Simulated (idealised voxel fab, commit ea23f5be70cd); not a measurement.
Title: Process Module voxel self aligned vias
Cross-section cut spans 165 nm and uses square cells 5 nm in size.
A cross-section is a grid of square cells, given in bands from the top down. A band is one or more rows of cells.
Top, bottom (nm), then materials left to right with widths (nm); lone material tagged "full width" fills the whole band edge to edge; "empty" = empty space.
Height reference: 0 = level under which incoming wafer is all one material. Lowest band: no bottom, runs on downward, e.g. "0 and below".
Top row gets the first number, bottom row gets the second, and each row in between changes by the same step: that is how a band width like "30..40" works.
"remained the same" means the step left every cell of the cross-section as it was.
For the entry "Enclosed void listing", the listed items are empty spaces with no open way to the top whose size is 8 cells or more; each item follows the pattern width x height at distance, where distance is from the left edge and all three are in nm.
after a step's settings: what the simulator itself notes on the step
overlay nm, on a step with a mask: how far to the right of its planned place the mask lay; to the left if negative
LIST OF PLANNED PROCESS STEPS
1. op RECEIVE | material Si
2. op CONFORMAL_DEP | material SiO2 | thk nm 15
3. op CONFORMAL_DEP | material SiCN | thk nm 5
4. op DIRECTIONAL_DEP | material lowk | thk nm 20
5. op PATTERN | tone open | mask id LINES | material resist | width nm 20 | pitch nm 60 | thk nm 15 | overlay nm 0
6. op DIRECTIONAL_ETCH | etch materials lowk | depth nm 20
7. op STRIP | etch materials resist
8. op CONFORMAL_DEP | material TiN | thk nm 5
9. op FILL_DEP | material Ru | thk nm 10
10. op CMP | height nm 40
11. op SELECTIVE_ETCH | etch materials W Ru TiN | depth nm 5
12. op FILL_DEP | material SiN | thk nm 10
13. op CMP | height nm 40
14. op DIRECTIONAL_DEP | material lowk | thk nm 20
15. op MASKED_ETCH | tone open | mask id VIAS | width nm 40 | etch materials lowk | depth nm 20 | overlay nm 0
16. op MASKED_ETCH | tone open | mask id VIAS | width nm 40 | etch materials SiN | depth nm 5 | overlay nm 0
17. op CONFORMAL_DEP | material TiN | thk nm 5
18. op FILL_DEP | material W | thk nm 10
19. op CMP | height nm 60
20. op CONFORMAL_DEP | material SiCN | thk nm 5
STEP 1 COMPLETE: CROSS-SECTION OF THE WAFER AS RECEIVED
0 and below = Si full width
Enclosed void listing: none
CROSS-SECTIONAL IMAGE OF THE FIRST OF TWO WAFERS AT THE END OF THE MODULE, THE RUN HAVING PROCEEDED AS PLANNED
65 down to 60 = SiCN full width
60 down to 45 = 30 nm lowk; 5 nm TiN; 30 nm W; 5 nm TiN; 95 nm lowk
45 down to 40 = 30 nm lowk; 15 nm TiN; 10 nm W; 15 nm TiN; 95 nm lowk
40 down to 35 = 40 nm lowk; 20 nm TiN; 40 nm lowk; 20 nm SiN; 45 nm lowk
35 down to 25 = 40 nm lowk; 5 nm TiN; 10 nm Ru; 5 nm TiN; 40 nm lowk; 5 nm TiN; 10 nm Ru; 5 nm TiN; 45 nm lowk
25 down to 20 = 40 nm lowk; 20 nm TiN; 40 nm lowk; 20 nm TiN; 45 nm lowk
20 down to 15 = SiCN full width
15 down to 0 = SiO2 full width
0 and below = Si full width
Enclosed void listing: none
PRESENTED HERE IS A CROSS-SECTION OF THE SECOND OF THE TWO WAFERS AS IT STOOD AT THE END OF THE MODULE. IT WAS STARTED IN THE SAME MANNER AND ASSIGNED THE SAME PLAN AS THE FIRST WAFER; HOWEVER, ONE MISTAKE WAS MADE IN ITS EXECUTION
65 down to 60 = SiCN full width
60 down to 45 = 35 nm lowk; 5 nm TiN; 25 nm W; 5 nm TiN; 95 nm lowk
45 down to 40 = 35 nm lowk; 10 nm TiN; 10 nm W; 15 nm TiN; 95 nm lowk
40 down to 35 = 40 nm lowk; 20 nm TiN; 40 nm lowk; 20 nm SiN; 45 nm lowk
35 down to 25 = 40 nm lowk; 5 nm TiN; 10 nm Ru; 5 nm TiN; 40 nm lowk; 5 nm TiN; 10 nm Ru; 5 nm TiN; 45 nm lowk
25 down to 20 = 40 nm lowk; 20 nm TiN; 40 nm lowk; 20 nm TiN; 45 nm lowk
20 down to 15 = SiCN full width
15 down to 0 = SiO2 full width
0 and below = Si full width
Enclosed void listing: none
It is concluded that the wafer was processed incorrectly with respect to the plan, in that in deviation from the planned setting, step 15 was conducted as op MASKED_ETCH | tone open | mask id VIAS | width nm 35 | etch materials lowk | depth nm 20 | overlay nm 0
at the end the second wafer has, in cells: TiN -1, W -3, lowk +4
